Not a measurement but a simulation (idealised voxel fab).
The process module that follows is named voxel capacitor over wiring.
cross-section cut | 185 nm wide | cells 5 nm
Cross-sections here: square-cell grids, written as top-down lists of bands, a band being one or more rows of cells.
Per band: top height and bottom height in nm, followed by the left-to-right materials and their widths in nm; "full width" marks a single material spanning edge to edge, "blank" marks empty space.
Height is counted from the level 0, under which the received wafer is composed throughout of one material. The lowest of the bands is not closed at the bottom but continues downward, in the notation "from 0 down".
Width: "30->40" (first number = top row, second number = bottom row, same change from row to row of cells).
Where a step carries "left unchanged", the cross-section came out of it unchanged, cell for cell.
"Internal closed voids" contains a list of empty spaces, each no smaller than 8 cells and without an open way to the top, written in the form width x height at distance with the distance from the left edge and all three in nm.
Note: text after step settings on the step line = simulator remark on that step.
Regarding "overlay nm": on a step with a mask, it is the distance the mask lay to the right of its planned place; a negative value places it to the left.

The process steps that were planned are listed below:
step 1: RECEIVE [material Si]
step 2: CONFORMAL_DEP [material SiO2] [thk nm 15]
step 3: DIRECTIONAL_DEP [material TiN] [thk nm 5]
step 4: DIRECTIONAL_DEP [material Ru] [thk nm 15]
step 5: MASKED_ETCH [tone cover] [mask id METAL_1] [width nm 30] [pitch nm 100] [etch materials Ru] [depth nm 15] [overlay nm 0]
step 6: MASKED_ETCH [tone cover] [mask id METAL_1] [width nm 30] [pitch nm 100] [etch materials TiN] [depth nm 5] [overlay nm 0]
step 7: FILL_DEP [material SiO2] [thk nm 5]
step 8: CMP [height nm 35]
step 9: CONFORMAL_DEP [material SiCN] [thk nm 5]
step 10: DIRECTIONAL_DEP [material lowk] [thk nm 15]
step 11: DIRECTIONAL_DEP [material aC] [thk nm 15]
step 12: PATTERN [tone open] [mask id PLUG_1] [material resist] [width nm 15] [thk nm 35] [overlay nm 0]
step 13: DIRECTIONAL_ETCH [etch materials aC] [depth nm 15]
step 14: STRIP [etch materials resist]
step 15: DIRECTIONAL_ETCH [etch materials lowk] [depth nm 15]
step 16: DIRECTIONAL_ETCH [etch materials SiCN] [depth nm 5]
step 17: STRIP [etch materials aC]
step 18: CONFORMAL_DEP [material TiN] [thk nm 5]
step 19: FILL_DEP [material Cu] [thk nm 5]
step 20: CMP [height nm 55]
step 21: DIRECTIONAL_DEP [material TiN] [thk nm 10]
step 22: DIRECTIONAL_DEP [material HfO2] [thk nm 5]
step 23: DIRECTIONAL_DEP [material TiN] [thk nm 5]
step 24: DIRECTIONAL_DEP [material aC] [thk nm 10]
step 25: PATTERN [tone cover] [mask id UPPER_PLATE] [material resist] [width nm 75] [thk nm 30] [overlay nm 0]
step 26: DIRECTIONAL_ETCH [etch materials aC] [depth nm 10]
step 27: STRIP [etch materials resist]
step 28: DIRECTIONAL_ETCH [etch materials TiN] [depth nm 5]
step 29: DIRECTIONAL_ETCH [etch materials HfO2] [depth nm 5]
step 30: STRIP [etch materials aC]
step 31: DIRECTIONAL_DEP [material aC] [thk nm 15]
step 32: PATTERN [tone cover] [mask id LOWER_PLATE] [material resist] [width nm 85] [thk nm 30] [overlay nm 0]
step 33: DIRECTIONAL_ETCH [etch materials aC] [depth nm 15]
step 34: STRIP [etch materials resist]
step 35: DIRECTIONAL_ETCH [etch materials TiN] [depth nm 10]
step 36: STRIP [etch materials aC]
step 37: FILL_DEP [material SiO2] [thk nm 20]
step 38: CMP [height nm 90]
step 39: MASKED_ETCH [tone open] [mask id PLUG_2] [width nm 15] [etch materials SiO2] [depth nm 15] [overlay nm 0]
step 40: CONFORMAL_DEP [material TiN] [thk nm 5]
step 41: FILL_DEP [material Ru] [thk nm 5]
step 42: CMP [height nm 90]
step 43: CONFORMAL_DEP [material SiCN] [thk nm 5]

First of the two wafers, run per plan:

As-received wafer cross-section (after step 1):
	from 0 down: Si full width
	Internal closed voids: none

So this is the wafer cross-section right after step 2:
	from 15 to 0: SiO2 full width
	Below 0, no change.

So this is the wafer cross-section right after step 3:
	from 20 to 15: TiN full width
	Below 15, no change.

So this is the wafer cross-section right after step 4:
	from 35 to 20: Ru full width
	Below 20, no change.

So this is the wafer cross-section right after step 5:
	from 35 to 20: 25 blank  30 Ru  70 blank  30 Ru  30 blank
	Below 20, no change.

So this is the wafer cross-section right after step 6:
	from 35 to 20: 25 blank  30 Ru  70 blank  30 Ru  30 blank
	from 20 to 15: 25 blank  30 TiN  70 blank  30 TiN  30 blank
	Below 15, no change.

So this is the wafer cross-section right after step 7:
	from 40 to 35: SiO2 full width
	from 35 to 20: 25 SiO2  30 Ru  70 SiO2  30 Ru  30 SiO2
	from 20 to 15: 25 SiO2  30 TiN  70 SiO2  30 TiN  30 SiO2
	Below 15, no change.

So this is the wafer cross-section right after step 8:
	from 35 to 20: 25 SiO2  30 Ru  70 SiO2  30 Ru  30 SiO2
	Below 20, no change.

So this is the wafer cross-section right after step 9:
	from 40 to 35: SiCN full width
	Below 35, no change.

So this is the wafer cross-section right after step 10:
	from 55 to 40: lowk full width
	Below 40, no change.

So this is the wafer cross-section right after step 11:
	from 70 to 55: aC full width
	Below 55, no change.

So this is the wafer cross-section right after step 12:
	from 105 to 70: 40 resist  15 blank  130 resist
	Below 70, no change.

So this is the wafer cross-section right after step 13:
	from 90 to 70: 40 resist  15 blank  130 resist
	from 70 to 55: 40 aC  15 blank  130 aC
	Below 55, no change.

So this is the wafer cross-section right after step 14:
	from 70 to 55: 40 aC  15 blank  130 aC
	Below 55, no change.

So this is the wafer cross-section right after step 15:
	from 70 to 55: 40 aC  15 blank  130 aC
	from 55 to 40: 40 lowk  15 blank  130 lowk
	Below 40, no change.

So this is the wafer cross-section right after step 16:
	from 70 to 55: 40 aC  15 blank  130 aC
	from 55 to 40: 40 lowk  15 blank  130 lowk
	from 40 to 35: 40 SiCN  15 blank  130 SiCN
	Below 35, no change.

So this is the wafer cross-section right after step 17:
	from 55 to 40: 40 lowk  15 blank  130 lowk
	Below 40, no change.

So this is the wafer cross-section right after step 18:
	from 60 to 55: 45 TiN  5 blank  135 TiN
	from 55 to 40: 40 lowk  5 TiN  5 blank  5 TiN  130 lowk
	from 40 to 35: 40 SiCN  15 TiN  130 SiCN
	Below 35, no change.

So this is the wafer cross-section right after step 19:
	from 65 to 60: Cu full width
	from 60 to 55: 45 TiN  5 Cu  135 TiN
	from 55 to 40: 40 lowk  5 TiN  5 Cu  5 TiN  130 lowk
	Below 40, no change.

So this is the wafer cross-section right after step 20:
	from 55 to 40: 40 lowk  5 TiN  5 Cu  5 TiN  130 lowk
	Below 40, no change.

So this is the wafer cross-section right after step 21:
	from 65 to 55: TiN full width
	Below 55, no change.

So this is the wafer cross-section right after step 22:
	from 70 to 65: HfO2 full width
	Below 65, no change.

So this is the wafer cross-section right after step 23:
	from 75 to 70: TiN full width
	Below 70, no change.

So this is the wafer cross-section right after step 24:
	from 85 to 75: aC full width
	Below 75, no change.

So this is the wafer cross-section right after step 25:
	from 115 to 85: 40 blank  75 resist  70 blank
	Below 85, no change.

So this is the wafer cross-section right after step 26:
	from 105 to 85: 40 blank  75 resist  70 blank
	from 85 to 75: 40 blank  75 aC  70 blank
	Below 75, no change.

So this is the wafer cross-section right after step 27:
	from 85 to 75: 40 blank  75 aC  70 blank
	Below 75, no change.

So this is the wafer cross-section right after step 28:
	from 85 to 75: 40 blank  75 aC  70 blank
	from 75 to 70: 40 blank  75 TiN  70 blank
	Below 70, no change.

So this is the wafer cross-section right after step 29:
	from 85 to 75: 40 blank  75 aC  70 blank
	from 75 to 70: 40 blank  75 TiN  70 blank
	from 70 to 65: 40 blank  75 HfO2  70 blank
	Below 65, no change.

So this is the wafer cross-section right after step 30:
	from 75 to 70: 40 blank  75 TiN  70 blank
	Below 70, no change.

So this is the wafer cross-section right after step 31:
	from 90 to 80: 40 blank  75 aC  70 blank
	from 80 to 75: aC full width
	from 75 to 70: 40 aC  75 TiN  70 aC
	from 70 to 65: 40 aC  75 HfO2  70 aC
	Below 65, no change.

So this is the wafer cross-section right after step 32:
	from 120 to 90: 35 blank  85 resist  65 blank
	from 90 to 80: 35 blank  5 resist  75 aC  5 resist  65 blank
	Below 80, no change.

So this is the wafer cross-section right after step 33:
	from 105 to 90: 35 blank  85 resist  65 blank
	from 90 to 80: 35 blank  5 resist  75 aC  5 resist  65 blank
	from 80 to 75: 35 blank  85 aC  65 blank
	from 75 to 70: 35 blank  5 aC  75 TiN  5 aC  65 blank
	from 70 to 65: 35 blank  5 aC  75 HfO2  5 aC  65 blank
	Below 65, no change.

So this is the wafer cross-section right after step 34:
	from 90 to 80: 40 blank  75 aC  70 blank
	Below 80, no change.

So this is the wafer cross-section right after step 35:
	from 90 to 80: 40 blank  75 aC  70 blank
	from 80 to 75: 35 blank  85 aC  65 blank
	from 75 to 70: 35 blank  5 aC  75 TiN  5 aC  65 blank
	from 70 to 65: 35 blank  5 aC  75 HfO2  5 aC  65 blank
	from 65 to 55: 35 blank  85 TiN  65 blank
	Below 55, no change.

So this is the wafer cross-section right after step 36:
	from 75 to 70: 40 blank  75 TiN  70 blank
	from 70 to 65: 40 blank  75 HfO2  70 blank
	Below 65, no change.

So this is the wafer cross-section right after step 37:
	from 95 to 75: SiO2 full width
	from 75 to 70: 40 SiO2  75 TiN  70 SiO2
	from 70 to 65: 40 SiO2  75 HfO2  70 SiO2
	from 65 to 55: 35 SiO2  85 TiN  65 SiO2
	Below 55, no change.

So this is the wafer cross-section right after step 38:
	from 90 to 75: SiO2 full width
	Below 75, no change.

So this is the wafer cross-section right after step 39:
	from 90 to 75: 50 SiO2  15 blank  120 SiO2
	Below 75, no change.

So this is the wafer cross-section right after step 40:
	from 95 to 90: 55 TiN  5 blank  125 TiN
	from 90 to 80: 50 SiO2  5 TiN  5 blank  5 TiN  120 SiO2
	from 80 to 70: 50->40 SiO2  15->75 TiN  120->70 SiO2
	Below 70, no change.

So this is the wafer cross-section right after step 41:
	from 100 to 95: Ru full width
	from 95 to 90: 55 TiN  5 Ru  125 TiN
	from 90 to 80: 50 SiO2  5 TiN  5 Ru  5 TiN  120 SiO2
	Below 80, no change.

So this is the wafer cross-section right after step 42:
	from 90 to 80: 50 SiO2  5 TiN  5 Ru  5 TiN  120 SiO2
	Below 80, no change.

So this is the wafer cross-section right after step 43:
	from 95 to 90: SiCN full width
	Below 90, no change.

It is to be noted that the second wafer proceeded from the same initial state and according to the same plan as the first, although one mistake was committed in its execution; through step 1, inclusive, the two wafers share an identical history:

Second wafer: cross-section at the scheduled end of step 2:
	from 30 to 0: SiO2 full width
	Below 0, no change.

Second wafer: cross-section at the scheduled end of step 3:
	from 35 to 30: TiN full width
	Below 30, no change.

Second wafer: cross-section at the scheduled end of step 4:
	from 50 to 35: Ru full width
	Below 35, no change.

Second wafer: cross-section at the scheduled end of step 5:
	from 50 to 35: 25 blank  30 Ru  70 blank  30 Ru  30 blank
	Below 35, no change.

Second wafer: cross-section at the scheduled end of step 6:
	from 50 to 35: 25 blank  30 Ru  70 blank  30 Ru  30 blank
	from 35 to 30: 25 blank  30 TiN  70 blank  30 TiN  30 blank
	Below 30, no change.

Second wafer: cross-section at the scheduled end of step 7:
	from 55 to 50: SiO2 full width
	from 50 to 35: 25 SiO2  30 Ru  70 SiO2  30 Ru  30 SiO2
	from 35 to 30: 25 SiO2  30 TiN  70 SiO2  30 TiN  30 SiO2
	Below 30, no change.

Second wafer: cross-section at the scheduled end of step 8:
	from 35 to 30: 25 SiO2  30 TiN  70 SiO2  30 TiN  30 SiO2
	Below 30, no change.

Second wafer: cross-section at the scheduled end of step 9:
	from 40 to 35: SiCN full width
	Below 35, no change.

Second wafer: cross-section at the scheduled end of step 10:
	from 55 to 40: lowk full width
	Below 40, no change.

Second wafer: cross-section at the scheduled end of step 11:
	from 70 to 55: aC full width
	Below 55, no change.

Second wafer: cross-section at the scheduled end of step 12:
	from 105 to 70: 40 resist  15 blank  130 resist
	Below 70, no change.

Second wafer: cross-section at the scheduled end of step 13:
	from 90 to 70: 40 resist  15 blank  130 resist
	from 70 to 55: 40 aC  15 blank  130 aC
	Below 55, no change.

Second wafer: cross-section at the scheduled end of step 14:
	from 70 to 55: 40 aC  15 blank  130 aC
	Below 55, no change.

Second wafer: cross-section at the scheduled end of step 15:
	from 70 to 55: 40 aC  15 blank  130 aC
	from 55 to 40: 40 lowk  15 blank  130 lowk
	Below 40, no change.

Second wafer: cross-section at the scheduled end of step 16:
	from 70 to 55: 40 aC  15 blank  130 aC
	from 55 to 40: 40 lowk  15 blank  130 lowk
	from 40 to 35: 40 SiCN  15 blank  130 SiCN
	Below 35, no change.

Second wafer: cross-section at the scheduled end of step 17:
	from 55 to 40: 40 lowk  15 blank  130 lowk
	Below 40, no change.

Second wafer: cross-section at the scheduled end of step 18:
	from 60 to 55: 45 TiN  5 blank  135 TiN
	from 55 to 40: 40 lowk  5 TiN  5 blank  5 TiN  130 lowk
	from 40 to 35: 40 SiCN  15 TiN  130 SiCN
	Below 35, no change.

Second wafer: cross-section at the scheduled end of step 19:
	from 65 to 60: Cu full width
	from 60 to 55: 45 TiN  5 Cu  135 TiN
	from 55 to 40: 40 lowk  5 TiN  5 Cu  5 TiN  130 lowk
	Below 40, no change.

Second wafer: cross-section at the scheduled end of step 20:
	from 55 to 40: 40 lowk  5 TiN  5 Cu  5 TiN  130 lowk
	Below 40, no change.

Second wafer: cross-section at the scheduled end of step 21:
	from 65 to 55: TiN full width
	Below 55, no change.

Second wafer: cross-section at the scheduled end of step 22:
	from 70 to 65: HfO2 full width
	Below 65, no change.

Second wafer: cross-section at the scheduled end of step 23:
	from 75 to 70: TiN full width
	Below 70, no change.

Second wafer: cross-section at the scheduled end of step 24:
	from 85 to 75: aC full width
	Below 75, no change.

Second wafer: cross-section at the scheduled end of step 25:
	from 115 to 85: 40 blank  75 resist  70 blank
	Below 85, no change.

Second wafer: cross-section at the scheduled end of step 26:
	from 105 to 85: 40 blank  75 resist  70 blank
	from 85 to 75: 40 blank  75 aC  70 blank
	Below 75, no change.

Second wafer: cross-section at the scheduled end of step 27:
	from 85 to 75: 40 blank  75 aC  70 blank
	Below 75, no change.

Second wafer: cross-section at the scheduled end of step 28:
	from 85 to 75: 40 blank  75 aC  70 blank
	from 75 to 70: 40 blank  75 TiN  70 blank
	Below 70, no change.

Second wafer: cross-section at the scheduled end of step 29:
	from 85 to 75: 40 blank  75 aC  70 blank
	from 75 to 70: 40 blank  75 TiN  70 blank
	from 70 to 65: 40 blank  75 HfO2  70 blank
	Below 65, no change.

Second wafer: cross-section at the scheduled end of step 30:
	from 75 to 70: 40 blank  75 TiN  70 blank
	Below 70, no change.

Second wafer: cross-section at the scheduled end of step 31:
	from 90 to 80: 40 blank  75 aC  70 blank
	from 80 to 75: aC full width
	from 75 to 70: 40 aC  75 TiN  70 aC
	from 70 to 65: 40 aC  75 HfO2  70 aC
	Below 65, no change.

Second wafer: cross-section at the scheduled end of step 32:
	from 120 to 90: 35 blank  85 resist  65 blank
	from 90 to 80: 35 blank  5 resist  75 aC  5 resist  65 blank
	Below 80, no change.

Second wafer: cross-section at the scheduled end of step 33:
	from 105 to 90: 35 blank  85 resist  65 blank
	from 90 to 80: 35 blank  5 resist  75 aC  5 resist  65 blank
	from 80 to 75: 35 blank  85 aC  65 blank
	from 75 to 70: 35 blank  5 aC  75 TiN  5 aC  65 blank
	from 70 to 65: 35 blank  5 aC  75 HfO2  5 aC  65 blank
	Below 65, no change.

Second wafer: cross-section at the scheduled end of step 34:
	from 90 to 80: 40 blank  75 aC  70 blank
	Below 80, no change.

Second wafer: cross-section at the scheduled end of step 35:
	from 90 to 80: 40 blank  75 aC  70 blank
	from 80 to 75: 35 blank  85 aC  65 blank
	from 75 to 70: 35 blank  5 aC  75 TiN  5 aC  65 blank
	from 70 to 65: 35 blank  5 aC  75 HfO2  5 aC  65 blank
	from 65 to 55: 35 blank  85 TiN  65 blank
	Below 55, no change.

Second wafer: cross-section at the scheduled end of step 36:
	from 75 to 70: 40 blank  75 TiN  70 blank
	from 70 to 65: 40 blank  75 HfO2  70 blank
	Below 65, no change.

Second wafer: cross-section at the scheduled end of step 37:
	from 95 to 75: SiO2 full width
	from 75 to 70: 40 SiO2  75 TiN  70 SiO2
	from 70 to 65: 40 SiO2  75 HfO2  70 SiO2
	from 65 to 55: 35 SiO2  85 TiN  65 SiO2
	Below 55, no change.

Second wafer: cross-section at the scheduled end of step 38:
	from 90 to 75: SiO2 full width
	Below 75, no change.

Second wafer: cross-section at the scheduled end of step 39:
	from 90 to 75: 50 SiO2  15 blank  120 SiO2
	Below 75, no change.

Second wafer: cross-section at the scheduled end of step 40:
	from 95 to 90: 55 TiN  5 blank  125 TiN
	from 90 to 80: 50 SiO2  5 TiN  5 blank  5 TiN  120 SiO2
	from 80 to 70: 50->40 SiO2  15->75 TiN  120->70 SiO2
	Below 70, no change.

Second wafer: cross-section at the scheduled end of step 41:
	from 100 to 95: Ru full width
	from 95 to 90: 55 TiN  5 Ru  125 TiN
	from 90 to 80: 50 SiO2  5 TiN  5 Ru  5 TiN  120 SiO2
	Below 80, no change.

Second wafer: cross-section at the scheduled end of step 42:
	from 90 to 80: 50 SiO2  5 TiN  5 Ru  5 TiN  120 SiO2
	Below 80, no change.

Second wafer: cross-section at the scheduled end of step 43:
	from 95 to 90: SiCN full width
	Below 90, no change.
Nonconformance to the process plan: heads up, step 2 of the plan got done twice
The final cell counts differ between the wafers, with the second having more or fewer of some materials than the first: Ru: 36 fewer, SiO2: 36 more
